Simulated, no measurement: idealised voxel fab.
process module | voxel ribs on slabs
Shown is cross-section cut, with a width of 290 nm and square cells of size 5 nm.
Cross-section spec: square-cell grid; bands listed top down; each band is one or more rows.
In this notation a band is specified by the heights of its top and bottom, in that order and in nm, after which its materials appear from left to right, each paired with its width in nm. The word "throughout" attached to a single material means that material fills the band from edge to edge; the word "blank" stands for empty space.
Ref level 0: as-received wafer is one material below here. Bottom band extends down with no lower bound ("z 0 and below").
It should be noted that a width expressed as "30->40" varies in equal increments from row to row of cells within the band, taking the value of the first number at the top row and that of the second number at the bottom row.
"nothing changed" -> step changed no cross-section cell.
In "Voids, fully enclosed" the enclosed voids are listed, meaning empty spaces of 8 cells or larger without any opening to the top. The form is width x height at distance, distance from the left edge, units nm.
Post-settings text on a step line: simulator's own remark regarding the step.
A step line may carry the setting "overlay nm", which, for steps involving a mask, states the distance by which the mask lay to the right of its intended position; negative values denote displacement to the left.

-- Planned process steps
1) RECEIVE,material Si
2) DIRECTIONAL_DEP,material SiO2,thk nm 20
3) DIRECTIONAL_DEP,material polySi,thk nm 25
4) DIRECTIONAL_DEP,material aC,thk nm 10
5) PATTERN,tone cover,mask id RIB,material resist,width nm 20,thk nm 25,overlay nm 0
6) DIRECTIONAL_ETCH,etch materials aC,depth nm 10
7) STRIP,etch materials resist
8) DIRECTIONAL_ETCH,etch materials polySi,depth nm 5
9) STRIP,etch materials aC
10) PATTERN,tone cover,mask id SLAB,material resist,width nm 70,thk nm 15,overlay nm 0
11) DIRECTIONAL_ETCH,etch materials polySi,depth nm 20
12) STRIP,etch materials resist
13) FILL_DEP,material SiO2,thk nm 30
14) CMP,height nm 65
15) DIRECTIONAL_DEP,material W,thk nm 5
16) MASKED_ETCH,tone cover,mask id HEATER,width nm 30,etch materials W,depth nm 5,overlay nm 0
17) CONFORMAL_DEP,material SiO2,thk nm 5

-- On the first of the two wafers: run conducted according to plan

-- Cross-section of the wafer upon arrival, representing the state reached after step 1
  z 0 and below = Si throughout
  Voids, fully enclosed: none

-- After step 2, in cross-section
  z 20 to 0 = SiO2 throughout
  Anything lower than 0 is untouched.

-- After step 3, in cross-section
  z 45 to 20 = polySi throughout
  Anything lower than 20 is untouched.

-- After step 4, in cross-section
  z 55 to 45 = aC throughout
  Anything lower than 45 is untouched.

-- After step 5, in cross-section
  z 80 to 55 = blank: 135  resist: 20  blank: 135
  Anything lower than 55 is untouched.

-- After step 6, in cross-section
  z 70 to 55 = blank: 135  resist: 20  blank: 135
  z 55 to 45 = blank: 135  aC: 20  blank: 135
  Anything lower than 45 is untouched.

-- After step 7, in cross-section
  z 55 to 45 = blank: 135  aC: 20  blank: 135
  Anything lower than 45 is untouched.

-- After step 8, in cross-section
  z 55 to 45 = blank: 135  aC: 20  blank: 135
  z 45 to 40 = blank: 135  polySi: 20  blank: 135
  Anything lower than 40 is untouched.

-- After step 9, in cross-section
  z 45 to 40 = blank: 135  polySi: 20  blank: 135
  Anything lower than 40 is untouched.

-- After step 10, in cross-section
  z 60 to 45 = blank: 110  resist: 70  blank: 110
  z 45 to 40 = blank: 110  resist: 25  polySi: 20  resist: 25  blank: 110
  Anything lower than 40 is untouched.

-- After step 11, in cross-section
  z 60 to 45 = blank: 110  resist: 70  blank: 110
  z 45 to 40 = blank: 110  resist: 25  polySi: 20  resist: 25  blank: 110
  z 40 to 20 = blank: 110  polySi: 70  blank: 110
  Anything lower than 20 is untouched.

-- After step 12, in cross-section
  z 45 to 40 = blank: 135  polySi: 20  blank: 135
  Anything lower than 40 is untouched.

-- After step 13, in cross-section
  z 75 to 45 = SiO2 throughout
  z 45 to 40 = SiO2: 135  polySi: 20  SiO2: 135
  z 40 to 20 = SiO2: 110  polySi: 70  SiO2: 110
  Anything lower than 20 is untouched.

-- After step 14, in cross-section
  z 65 to 45 = SiO2 throughout
  Anything lower than 45 is untouched.

-- After step 15, in cross-section
  z 70 to 65 = W throughout
  Anything lower than 65 is untouched.

-- After step 16, in cross-section
  z 70 to 65 = blank: 130  W: 30  blank: 130
  Anything lower than 65 is untouched.

-- After step 17, in cross-section
  z 75 to 70 = blank: 125  SiO2: 40  blank: 125
  z 70 to 65 = SiO2: 130  W: 30  SiO2: 130
  Anything lower than 65 is untouched.

-- Second wafer, same starting state and plan as the first, one mistake in the run, identical through step 2

-- Second wafer shown in cross-section at the time step 3 was slated to end
  z 30 to 20 = aC throughout
  Anything lower than 20 is untouched.

-- Second wafer shown in cross-section at the time step 4 was slated to end
  z 55 to 30 = polySi throughout
  Anything lower than 30 is untouched.

-- Second wafer shown in cross-section at the time step 5 was slated to end
  z 80 to 55 = blank: 135  resist: 20  blank: 135
  Anything lower than 55 is untouched.

-- Second wafer shown in cross-section at the time step 6 was slated to end
  z 70 to 55 = blank: 135  resist: 20  blank: 135
  Anything lower than 55 is untouched.

-- Second wafer shown in cross-section at the time step 7 was slated to end
  z 55 to 30 = polySi throughout
  Anything lower than 30 is untouched.

-- Second wafer shown in cross-section at the time step 8 was slated to end
  z 50 to 30 = polySi throughout
  Anything lower than 30 is untouched.

Second wafer shown in cross-section at the time step 9 was slated to end: nothing changed

-- Second wafer shown in cross-section at the time step 10 was slated to end
  z 65 to 50 = blank: 110  resist: 70  blank: 110
  Anything lower than 50 is untouched.

-- Second wafer shown in cross-section at the time step 11 was slated to end
  z 65 to 50 = blank: 110  resist: 70  blank: 110
  z 50 to 30 = blank: 110  polySi: 70  blank: 110
  Anything lower than 30 is untouched.

-- Second wafer shown in cross-section at the time step 12 was slated to end
  z 50 to 30 = blank: 110  polySi: 70  blank: 110
  Anything lower than 30 is untouched.

-- Second wafer shown in cross-section at the time step 13 was slated to end
  z 80 to 50 = SiO2 throughout
  z 50 to 30 = SiO2: 110  polySi: 70  SiO2: 110
  Anything lower than 30 is untouched.

-- Second wafer shown in cross-section at the time step 14 was slated to end
  z 65 to 50 = SiO2 throughout
  Anything lower than 50 is untouched.

-- Second wafer shown in cross-section at the time step 15 was slated to end
  z 70 to 65 = W throughout
  Anything lower than 65 is untouched.

-- Second wafer shown in cross-section at the time step 16 was slated to end
  z 70 to 65 = blank: 130  W: 30  blank: 130
  Anything lower than 65 is untouched.

-- Second wafer shown in cross-section at the time step 17 was slated to end
  z 75 to 70 = blank: 125  SiO2: 40  blank: 125
  z 70 to 65 = SiO2: 130  W: 30  SiO2: 130
  Anything lower than 65 is untouched.
Processing error: note: step 3 <-> step 4, run order reversed vs plan
It is noted that, at the conclusion of processing, the second wafer exhibits a higher or lower cell count for certain materials relative to the first: SiO2: 112 fewer, aC: 116 more, polySi: 4 fewer
